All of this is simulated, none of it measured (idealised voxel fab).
process module | voxel wiring stack
cross-section cut | 185 nm wide | cells 5 nm
A cross-section is a grid of square cells, given in bands from the top down. A band is one or more rows of cells.
Each band's line starts with the height of the band's top and of its bottom, in nm. Then come its materials from left to right, each with its width in nm. One material with "throughout" fills the band from edge to edge. "air" is empty space.
Height 0 is the level under which the wafer as received is all one material. The lowest band goes on downwards, as in "0 down".
A width such as "30 to 40" changes by the same amount from each row of cells to the next, from the band's top row to its bottom row.
"no change" after a step means that no cell of the cross-section changed.
closed voids: empty space of 8 cells or more with no open way to the top, each as width x height at its distance from the left edge, in nm
after a step's settings: what the simulator itself notes on the step
overlay nm, on a step with a mask: how far to the right of its planned place the mask lay; to the left if negative
plan
1 op RECEIVE | material Si
2 op CONFORMAL_DEP | material SiO2 | thk nm 15
3 op CONFORMAL_DEP | material SiN | thk nm 5
4 op DIRECTIONAL_DEP | material lowk | thk nm 20
5 op PATTERN | tone open | mask id METAL_1 | material resist | width nm 20 | pitch nm 45 | thk nm 20 | overlay nm 0
6 op DIRECTIONAL_ETCH | etch materials lowk | depth nm 20
7 op DIRECTIONAL_ETCH | etch materials SiN | depth nm 5
8 op STRIP | etch materials resist
9 op CONFORMAL_DEP | material TiN | thk nm 5
10 op FILL_DEP | material Cu | thk nm 10
11 op CMP | height nm 40
12 op EPI | material Ru | thk nm 5
13 op FILL_DEP | material SiCN | thk nm 5
14 op DIRECTIONAL_DEP | material lowk | thk nm 20
15 op MASKED_ETCH | tone open | mask id PLUG_1 | width nm 15 | pitch nm 90 | etch materials lowk | depth nm 20 | overlay nm 0
16 op MASKED_ETCH | tone open | mask id PLUG_1 | width nm 15 | pitch nm 90 | etch materials SiCN | depth nm 5 | overlay nm 0
17 op CONFORMAL_DEP | material TiN | thk nm 5
18 op FILL_DEP | material W | thk nm 5
19 op CMP | height nm 70
20 op DIRECTIONAL_DEP | material TiN | thk nm 5
21 op DIRECTIONAL_DEP | material Ru | thk nm 25
22 op DIRECTIONAL_DEP | material aC | thk nm 10
23 op PATTERN | tone cover | mask id METAL_2 | material resist | width nm 20 | pitch nm 45 | thk nm 30 | overlay nm 0
24 op DIRECTIONAL_ETCH | etch materials aC | depth nm 10
25 op STRIP | etch materials resist
26 op DIRECTIONAL_ETCH | etch materials Ru | depth nm 25
27 op DIRECTIONAL_ETCH | etch materials TiN | depth nm 5
28 op STRIP | etch materials aC
29 op FILL_DEP | material SiO2 | thk nm 10
30 op CMP | height nm 100
31 op CONFORMAL_DEP | material SiCN | thk nm 5
as received, after step 1
  0 down: Si throughout
  closed voids: none
a wafer at the end: this start, this plan, one mistake
  105 to 100: SiCN throughout
  100 to 75: SiO2 35 | Ru 20 | SiO2 25 | Ru 20 | SiO2 25 | Ru 20 | SiO2 40
  75 to 70: SiO2 35 | TiN 20 | SiO2 25 | TiN 20 | SiO2 25 | TiN 20 | SiO2 40
  70 to 50: lowk 35 | TiN 5 | W 5 | TiN 5 | lowk 75 | TiN 5 | W 5 | TiN 5 | lowk 45
  50 to 45: SiCN 35 | TiN 15 | SiCN 75 | TiN 15 | SiCN 45
  45 to 40: SiCN 30 | Ru 30 | SiCN 15 | Ru 30 | SiCN 15 | Ru 30 | SiCN 35
  40 to 20: lowk 35 | TiN 5 | aC 10 | TiN 5 | lowk 25 | TiN 5 | aC 10 | TiN 5 | lowk 25 | TiN 5 | aC 10 | TiN 5 | lowk 40
  20 to 15: SiN 35 | TiN 20 | SiN 25 | TiN 20 | SiN 25 | TiN 20 | SiN 40
  15 to 0: SiO2 throughout
  0 down: Si throughout
  closed voids: none
what went wrong: step 10 ran as: op FILL_DEP | material aC | thk nm 10
